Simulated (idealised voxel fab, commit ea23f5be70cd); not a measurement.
process module | voxel gate over fins
cross-section cut | 290 nm wide | cells 5 nm
A cross-section is a grid of square cells, given in bands from the top down. A band is one or more rows of cells.
Each band's line starts with the height of the band's top and of its bottom, in nm. Then come its materials from left to right, each with its width in nm. One material with "throughout" fills the band from edge to edge. "air" is empty space.
Height 0 is the level under which the wafer as received is all one material. The lowest band goes on downwards, as in "0 down".
A width such as "30 to 40" changes by the same amount from each row of cells to the next, from the band's top row to its bottom row.
"no change" after a step means that no cell of the cross-section changed.
closed voids: empty space of 8 cells or more with no open way to the top, each as width x height at its distance from the left edge, in nm
after a step's settings: what the simulator itself notes on the step
overlay nm, on a step with a mask: how far to the right of its planned place the mask lay; to the left if negative
plan
1 op RECEIVE | material Si
2 op CONFORMAL_DEP | material SiN | thk nm 10
3 op PATTERN | tone cover | mask id FINS | material resist | width nm 15 | pitch nm 35 | thk nm 20 | overlay nm 0
4 op DIRECTIONAL_ETCH | etch materials SiN | depth nm 10
5 op DIRECTIONAL_ETCH | etch materials Si | depth nm 35
6 op STRIP | etch materials resist
7 op OXIDIZE | depth nm 5
8 op FILL_DEP | material SiO2 | thk nm 10
9 op CMP | height nm 10
10 op SELECTIVE_ETCH | etch materials SiO2 | depth nm 25
11 op STRIP | etch materials SiN
12 op CONFORMAL_DEP | material HfO2 | thk nm 5
13 op CONFORMAL_DEP | material TiN | thk nm 5
14 op FILL_DEP | material W | thk nm 10
15 op CMP | height nm 15
16 op CONFORMAL_DEP | material SiCN | thk nm 10
first wafer, as planned
as received, after step 1
  0 down: Si throughout
  closed voids: none
after step 2
  10 to 0: SiN throughout
  below 0: unchanged
after step 3
  30 to 10: air 120 | resist 15 | air 20 | resist 15 | air 120
  below 10: unchanged
after step 4
  30 to 10: air 120 | resist 15 | air 20 | resist 15 | air 120
  10 to 0: air 120 | SiN 15 | air 20 | SiN 15 | air 120
  below 0: unchanged
after step 5
  30 to 10: air 120 | resist 15 | air 20 | resist 15 | air 120
  10 to 0: air 120 | SiN 15 | air 20 | SiN 15 | air 120
  0 to -35: air 120 | Si 15 | air 20 | Si 15 | air 120
  below -35: unchanged
after step 6
  10 to 0: air 120 | SiN 15 | air 20 | SiN 15 | air 120
  below 0: unchanged
after step 7
  10 to 0: air 120 | SiN 15 | air 20 | SiN 15 | air 120
  0 to -35: air 120 | SiO2 5 | Si 5 | SiO2 5 | air 20 | SiO2 5 | Si 5 | SiO2 5 | air 120
  -35 to -40: SiO2 125 | Si 5 | SiO2 30 | Si 5 | SiO2 125
  below -40: unchanged
after step 8
  20 to 10: SiO2 throughout
  10 to 0: SiO2 120 | SiN 15 | SiO2 20 | SiN 15 | SiO2 120
  0 to -40: SiO2 125 | Si 5 | SiO2 30 | Si 5 | SiO2 125
  below -40: unchanged
after step 9
  10 to 0: SiO2 120 | SiN 15 | SiO2 20 | SiN 15 | SiO2 120
  below 0: unchanged
after step 10
  10 to 0: air 120 | SiN 15 | air 20 | SiN 15 | air 120
  0 to -15: air 125 | Si 5 | air 30 | Si 5 | air 125
  below -15: unchanged
after step 11
  0 to -15: air 125 | Si 5 | air 30 | Si 5 | air 125
  below -15: unchanged
after step 12
  5 to 0: air 120 | HfO2 15 | air 20 | HfO2 15 | air 120
  0 to -10: air 120 | HfO2 5 | Si 5 | HfO2 5 | air 20 | HfO2 5 | Si 5 | HfO2 5 | air 120
  -10 to -15: HfO2 125 | Si 5 | HfO2 30 | Si 5 | HfO2 125
  below -15: unchanged
after step 13
  10 to 5: air 115 | TiN 25 | air 10 | TiN 25 | air 115
  5 to 0: air 115 | TiN 5 | HfO2 15 | TiN 5 | air 10 | TiN 5 | HfO2 15 | TiN 5 | air 115
  0 to -5: air 115 | TiN 5 | HfO2 5 | Si 5 | HfO2 5 | TiN 5 | air 10 | TiN 5 | HfO2 5 | Si 5 | HfO2 5 | TiN 5 | air 115
  -5 to -10: TiN 120 | HfO2 5 | Si 5 | HfO2 5 | TiN 20 | HfO2 5 | Si 5 | HfO2 5 | TiN 120
  below -10: unchanged
after step 14
  20 to 10: W throughout
  10 to 5: W 115 | TiN 25 | W 10 | TiN 25 | W 115
  5 to 0: W 115 | TiN 5 | HfO2 15 | TiN 5 | W 10 | TiN 5 | HfO2 15 | TiN 5 | W 115
  0 to -5: W 115 | TiN 5 | HfO2 5 | Si 5 | HfO2 5 | TiN 5 | W 10 | TiN 5 | HfO2 5 | Si 5 | HfO2 5 | TiN 5 | W 115
  below -5: unchanged
after step 15
  15 to 10: W throughout
  below 10: unchanged
after step 16
  25 to 15: SiCN throughout
  below 15: unchanged
second wafer: like start, like plan, one mistake. Through step 9 it matches the first wafer
when step 10 should have ended
  10 to 0: SiO2 120 | air 15 | SiO2 20 | air 15 | SiO2 120
  below 0: unchanged
when step 11 should have ended
  0 to -15: air 125 | Si 5 | air 30 | Si 5 | air 125
  -15 to -25: SiO2 95 | air 30 | Si 5 | air 30 | Si 5 | air 30 | SiO2 95
  below -25: unchanged
when step 12 should have ended
  5 to 0: air 120 | HfO2 15 | air 20 | HfO2 15 | air 120
  0 to -10: air 120 | HfO2 5 | Si 5 | HfO2 5 | air 20 | HfO2 5 | Si 5 | HfO2 5 | air 120
  -10 to -15: HfO2 100 | air 20 | HfO2 5 | Si 5 | HfO2 5 | air 20 | HfO2 5 | Si 5 | HfO2 5 | air 20 | HfO2 100
  -15 to -20: SiO2 95 | HfO2 5 | air 20 | HfO2 5 | Si 5 | HfO2 5 | air 20 | HfO2 5 | Si 5 | HfO2 5 | air 20 | HfO2 5 | SiO2 95
  -20 to -25: SiO2 95 | HfO2 30 | Si 5 | HfO2 30 | Si 5 | HfO2 30 | SiO2 95
  below -25: unchanged
when step 13 should have ended
  10 to 5: air 115 | TiN 25 | air 10 | TiN 25 | air 115
  5 to 0: air 115 | TiN 5 | HfO2 15 | TiN 5 | air 10 | TiN 5 | HfO2 15 | TiN 5 | air 115
  0 to -5: air 115 | TiN 5 | HfO2 5 | Si 5 | HfO2 5 | TiN 5 | air 10 | TiN 5 | HfO2 5 | Si 5 | HfO2 5 | TiN 5 | air 115
  -5 to -10: TiN 105 | air 10 | TiN 5 | HfO2 5 | Si 5 | HfO2 5 | TiN 5 | air 10 | TiN 5 | HfO2 5 | Si 5 | HfO2 5 | TiN 5 | air 10 | TiN 105
  -10 to -15: HfO2 100 | TiN 5 | air 10 | TiN 5 | HfO2 5 | Si 5 | HfO2 5 | TiN 5 | air 10 | TiN 5 | HfO2 5 | Si 5 | HfO2 5 | TiN 5 | air 10 | TiN 5 | HfO2 100
  -15 to -20: SiO2 95 | HfO2 5 | TiN 20 | HfO2 5 | Si 5 | HfO2 5 | TiN 20 | HfO2 5 | Si 5 | HfO2 5 | TiN 20 | HfO2 5 | SiO2 95
  below -20: unchanged
when step 14 should have ended
  20 to 10: W throughout
  10 to 5: W 115 | TiN 25 | W 10 | TiN 25 | W 115
  5 to 0: W 115 | TiN 5 | HfO2 15 | TiN 5 | W 10 | TiN 5 | HfO2 15 | TiN 5 | W 115
  0 to -5: W 115 | TiN 5 | HfO2 5 | Si 5 | HfO2 5 | TiN 5 | W 10 | TiN 5 | HfO2 5 | Si 5 | HfO2 5 | TiN 5 | W 115
  -5 to -10: TiN 105 | W 10 | TiN 5 | HfO2 5 | Si 5 | HfO2 5 | TiN 5 | W 10 | TiN 5 | HfO2 5 | Si 5 | HfO2 5 | TiN 5 | W 10 | TiN 105
  -10 to -15: HfO2 100 | TiN 5 | W 10 | TiN 5 | HfO2 5 | Si 5 | HfO2 5 | TiN 5 | W 10 | TiN 5 | HfO2 5 | Si 5 | HfO2 5 | TiN 5 | W 10 | TiN 5 | HfO2 100
  below -15: unchanged
when step 15 should have ended
  15 to 10: W throughout
  below 10: unchanged
when step 16 should have ended
  25 to 15: SiCN throughout
  below 15: unchanged
what went wrong: steps 10 and 11 were swapped
at the end the second wafer has, in cells: 12 more of HfO2 | 36 fewer of SiO2 | 12 more of TiN | 12 more of W
